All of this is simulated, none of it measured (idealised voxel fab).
Documented hereafter: the process module known as voxel self aligned contacts.
Section cut is 260 nm wide and gridded with 5 nm square cells.
Cross-section, as written here: a square-cell grid given band by band from the top down, where a band holds one or more rows of cells.
The entry gives the band's vertical extent as a top height and a bottom height in nm, then its horizontal make-up as materials from left to right, each with a width in nm. "blank" stands for empty space; a single material marked "full width" fills the band edge to edge.
Basically, 0 is our baseline, since under it the wafer straight out of the box is all one material. The bottom band has no lower end and keeps on going down, so it looks like "0..down".
With a width like "30..40", each row of cells in the band differs from the next by the same amount, the top row carrying the first number and the bottom row the second.
It should be understood that the words "no alterations made", when stated for a given step, signify that the cross-section underwent no change in any of its cells during that step.
For the entry "Enclosed empty spaces", the listed items are empty spaces with no open way to the top whose size is 8 cells or more; each item follows the pattern width x height at distance, where distance is from the left edge and all three are in nm.
Post-settings text on a step line: simulator's own remark regarding the step.
The optional step-line setting "overlay nm" applies to steps with a mask and quantifies how far to the right of its planned location the mask lay, a negative value indicating leftward placement.

Process steps - plan:
1,RECEIVE [material Si]
2,OXIDIZE [depth nm 5]
3,DIRECTIONAL_DEP [material polySi] [thk nm 30]
4,DIRECTIONAL_DEP [material SiN] [thk nm 15]
5,DIRECTIONAL_DEP [material aC] [thk nm 10]
6,PATTERN [tone cover] [mask id GATE] [material resist] [width nm 20] [pitch nm 55] [thk nm 30] [overlay nm 0]
7,DIRECTIONAL_ETCH [etch materials aC] [depth nm 10]
8,STRIP [etch materials resist]
9,DIRECTIONAL_ETCH [etch materials SiN] [depth nm 15]
10,DIRECTIONAL_ETCH [etch materials polySi] [depth nm 30]
11,STRIP [etch materials aC]
12,CONFORMAL_DEP [material SiN] [thk nm 5]
13,DIRECTIONAL_ETCH [etch materials SiN] [depth nm 5]
14,FILL_DEP [material SiO2] [thk nm 15]
15,CMP [height nm 50]
16,MASKED_ETCH [tone open] [mask id CONTACT] [width nm 35] [etch materials SiO2] [depth nm 55] [overlay nm 0]
17,CONFORMAL_DEP [material TiN] [thk nm 5]
18,FILL_DEP [material Ru] [thk nm 5]
19,CMP [height nm 50]
20,CONFORMAL_DEP [material SiN] [thk nm 5]
For this document, wafers share an identical start and vary in the step 6 width nm; the plan quotes the first wafer's value.

Received wafers, first of several: cross-section after step 1:
* 0..down | Si full width
* Enclosed empty spaces: none

Wafer rows; end of module; cells per material since receipt: (+) gained, (-) lost; then closed voids:
width nm 20, +30 Ru, -52 Si, +112 SiN, +407 SiO2, +27 TiN, +48 polySi, Enclosed empty spaces: none
width nm 25, +20 Ru, -52 Si, +118 SiN, +399 SiO2, +27 TiN, +60 polySi, Enclosed empty spaces: none
width nm 30, +10 Ru, -52 Si, +124 SiN, +391 SiO2, +27 TiN, +72 polySi, Enclosed empty spaces: none
width nm 35, -52 Si, +130 SiN, +383 SiO2, +27 TiN, +84 polySi, Enclosed empty spaces: none
width nm 40, -52 Si, +136 SiN, +375 SiO2, +17 TiN, +96 polySi, Enclosed empty spaces: none
